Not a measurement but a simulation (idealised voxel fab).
process module | voxel transistor to metal
cross-section cut | 265 nm wide | cells 5 nm
A cross-section is a grid of square cells, given in bands from the top down. A band is one or more rows of cells.
Each band's line starts with the height of the band's top and of its bottom, in nm. Then come its materials from left to right, each with its width in nm. One material with "throughout" fills the band from edge to edge. "air" is empty space.
Height 0 is the level under which the wafer as received is all one material. The lowest band goes on downwards, as in "0 down".
A width such as "30 to 40" changes by the same amount from each row of cells to the next, from the band's top row to its bottom row.
"no change" after a step means that no cell of the cross-section changed.
closed voids: empty space of 8 cells or more with no open way to the top, each as width x height at its distance from the left edge, in nm
after a step's settings: what the simulator itself notes on the step
overlay nm, on a step with a mask: how far to the right of its planned place the mask lay; to the left if negative
plan
1 op RECEIVE | material Si
2 op CONFORMAL_DEP | material SiO2 | thk nm 5
3 op CONFORMAL_DEP | material SiN | thk nm 15
4 op MASKED_ETCH | tone cover | mask id ACTIVE | width nm 100 | pitch nm 125 | etch materials SiN | depth nm 15 | overlay nm 0
5 op MASKED_ETCH | tone cover | mask id ACTIVE | width nm 100 | pitch nm 125 | etch materials SiO2 | depth nm 5 | overlay nm 0
6 op MASKED_ETCH | tone cover | mask id ACTIVE | width nm 100 | pitch nm 125 | etch materials Si | depth nm 35 | overlay nm 0
7 op OXIDIZE | depth nm 5
8 op FILL_DEP | material SiO2 | thk nm 5
9 op CMP | height nm 20
10 op SELECTIVE_ETCH | etch materials SiO2 | depth nm 15
11 op STRIP | etch materials SiN
12 op SELECTIVE_ETCH | etch materials SiO2 | depth nm 5
13 op OXIDIZE | depth nm 5
14 op DIRECTIONAL_DEP | material polySi | thk nm 20
15 op DIRECTIONAL_DEP | material SiCN | thk nm 15
16 op MASKED_ETCH | tone cover | mask id GATE | width nm 20 | pitch nm 125 | etch materials SiCN | depth nm 25 | overlay nm 0
17 op MASKED_ETCH | tone cover | mask id GATE | width nm 20 | pitch nm 125 | etch materials polySi | depth nm 30 | overlay nm 0
18 op CONFORMAL_DEP | material SiN | thk nm 10
19 op DIRECTIONAL_ETCH | etch materials SiN | depth nm 10
20 op DIRECTIONAL_ETCH | etch materials SiO2 | depth nm 5
21 op EPI | material pSi | thk nm 5
22 op FILL_DEP | material SiO2 | thk nm 5
23 op CMP | height nm 35
24 op DIRECTIONAL_DEP | material SiO2 | thk nm 15
25 op DIRECTIONAL_DEP | material aC | thk nm 10
26 op PATTERN | tone open | mask id CONTACT | material resist | width nm 30 | thk nm 25 | overlay nm 0
27 op DIRECTIONAL_ETCH | etch materials aC | depth nm 10
28 op STRIP | etch materials resist
29 op DIRECTIONAL_ETCH | etch materials SiO2 | depth nm 50
30 op STRIP | etch materials aC
31 op CONFORMAL_DEP | material TiN | thk nm 5
32 op FILL_DEP | material Ru | thk nm 10
33 op CMP | height nm 50
34 op DIRECTIONAL_DEP | material TiN | thk nm 5
35 op DIRECTIONAL_DEP | material Ru | thk nm 20
36 op PATTERN | tone cover | mask id METAL_1 | material resist | width nm 15 | thk nm 15 | overlay nm 0
37 op DIRECTIONAL_ETCH | etch materials Ru | depth nm 20
38 op DIRECTIONAL_ETCH | etch materials TiN | depth nm 5
39 op STRIP | etch materials resist
40 op FILL_DEP | material SiO2 | thk nm 5
41 op CMP | height nm 75
42 op CONFORMAL_DEP | material SiCN | thk nm 5
43 op DIRECTIONAL_DEP | material SiO2 | thk nm 35
44 op DIRECTIONAL_DEP | material aC | thk nm 15
45 op PATTERN | tone open | mask id METAL_2 | material resist | width nm 15 | pitch nm 125 | thk nm 30 | overlay nm 0
46 op DIRECTIONAL_ETCH | etch materials aC | depth nm 15
47 op STRIP | etch materials resist
48 op DIRECTIONAL_ETCH | etch materials SiO2 | depth nm 20
49 op STRIP | etch materials aC
50 op DIRECTIONAL_DEP | material aC | thk nm 10
51 op PATTERN | tone open | mask id METAL_2_HOLES | material resist | width nm 15 | pitch nm 125 | thk nm 25 | overlay nm 0
52 op DIRECTIONAL_ETCH | etch materials aC | depth nm 10
53 op STRIP | etch materials resist
54 op DIRECTIONAL_ETCH | etch materials SiO2 | depth nm 15
55 op DIRECTIONAL_ETCH | etch materials SiCN | depth nm 5
56 op STRIP | etch materials aC
57 op CONFORMAL_DEP | material TiN | thk nm 5
58 op FILL_DEP | material Cu | thk nm 10
59 op CMP | height nm 115
60 op CONFORMAL_DEP | material SiCN | thk nm 5
as received, after step 1
  0 down: Si throughout
  closed voids: none
first wafer at the end, as planned
  120 to 115: SiCN throughout
  115 to 80: SiO2 25 | TiN 5 | Cu 5 | TiN 5 | SiO2 110 | TiN 5 | Cu 5 | TiN 5 | SiO2 100
  80 to 75: SiCN 25 | TiN 15 | SiCN 110 | TiN 15 | SiCN 100
  75 to 55: SiO2 25 | Ru 15 | SiO2 60 | Ru 15 | SiO2 35 | Ru 15 | SiO2 60 | Ru 15 | SiO2 25
  55 to 50: SiO2 25 | TiN 15 | SiO2 60 | TiN 15 | SiO2 35 | TiN 15 | SiO2 60 | TiN 15 | SiO2 25
  50 to 40: SiO2 25 | TiN 5 | Ru 20 | TiN 5 | SiO2 30 | TiN 5 | Ru 20 | TiN 5 | SiO2 35 | TiN 5 | Ru 20 | TiN 5 | SiO2 30 | TiN 5 | Ru 20 | TiN 5 | SiO2 25
  40 to 35: SiO2 25 | TiN 5 | Ru 15 | TiN 10 | SiO2 30 | TiN 10 | Ru 15 | TiN 5 | SiO2 35 | TiN 5 | Ru 15 | TiN 10 | SiO2 30 | TiN 10 | Ru 15 | TiN 5 | SiO2 25
  35 to 20: SiO2 25 | TiN 5 | Ru 15 | TiN 5 | SiN 10 | SiCN 20 | SiN 10 | TiN 5 | Ru 15 | TiN 5 | SiO2 35 | TiN 5 | Ru 15 | TiN 5 | SiN 10 | SiCN 20 | SiN 10 | TiN 5 | Ru 15 | TiN 5 | SiO2 25
  20 to 5: SiO2 25 | TiN 5 | Ru 15 | TiN 5 | SiN 10 | polySi 20 | SiN 10 | TiN 5 | Ru 15 | TiN 5 | SiO2 35 | TiN 5 | Ru 15 | TiN 5 | SiN 10 | polySi 20 | SiN 10 | TiN 5 | Ru 15 | TiN 5 | SiO2 25
  5 to 0: SiO2 25 | TiN 25 | SiN 10 | polySi 20 | SiN 10 | TiN 25 | SiO2 35 | TiN 25 | SiN 10 | polySi 20 | SiN 10 | TiN 25 | SiO2 25
  0 to -5: SiO2 20 | pSi 30 | SiO2 40 | pSi 30 | SiO2 25 | pSi 30 | SiO2 40 | pSi 30 | SiO2 20
  -5 to -40: SiO2 25 | Si 90 | SiO2 35 | Si 90 | SiO2 25
  -40 down: Si throughout
  closed voids: none
second wafer at the end: like start, like plan, one mistake
  120 to 115: SiCN throughout
  115 to 80: SiO2 25 | TiN 5 | Cu 5 | TiN 5 | SiO2 110 | TiN 5 | Cu 5 | TiN 5 | SiO2 100
  80 to 75: SiCN 25 | TiN 15 | SiCN 110 | TiN 15 | SiCN 100
  75 to 55: SiO2 25 | Ru 15 | SiO2 60 | Ru 15 | SiO2 35 | Ru 15 | SiO2 60 | Ru 15 | SiO2 25
  55 to 50: SiO2 25 | TiN 15 | SiO2 60 | TiN 15 | SiO2 35 | TiN 15 | SiO2 60 | TiN 15 | SiO2 25
  50 to 40: SiO2 25 | TiN 5 | Ru 20 | TiN 5 | SiO2 30 | TiN 5 | Ru 20 | TiN 5 | SiO2 35 | TiN 5 | Ru 20 | TiN 5 | SiO2 30 | TiN 5 | Ru 20 | TiN 5 | SiO2 25
  40 to 35: SiO2 25 | TiN 5 | Ru 15 | TiN 10 | SiO2 30 | TiN 10 | Ru 15 | TiN 5 | SiO2 35 | TiN 5 | Ru 15 | TiN 10 | SiO2 30 | TiN 10 | Ru 15 | TiN 5 | SiO2 25
  35 to 30: SiO2 25 | TiN 5 | Ru 15 | TiN 5 | SiN 10 | SiCN 20 | SiN 10 | TiN 5 | Ru 15 | TiN 5 | SiO2 35 | TiN 5 | Ru 15 | TiN 5 | SiN 10 | SiCN 20 | SiN 10 | TiN 5 | Ru 15 | TiN 5 | SiO2 25
  30 to 25: SiO2 25 | TiN 25 | SiN 10 | SiCN 20 | SiN 10 | TiN 25 | SiO2 35 | TiN 25 | SiN 10 | SiCN 20 | SiN 10 | TiN 25 | SiO2 25
  25 to 20: SiCN throughout
  20 to 0: polySi throughout
  0 to -5: SiO2 throughout
  -5 to -40: SiO2 25 | Si 90 | SiO2 35 | Si 90 | SiO2 25
  -40 down: Si throughout
  closed voids: none
what went wrong: step 15 was run twice
at the end the second wafer has, in cells: 60 fewer of Ru | 45 more of SiCN | 40 fewer of SiN | 61 fewer of SiO2 | 40 fewer of TiN | 24 fewer of pSi | 180 more of polySi
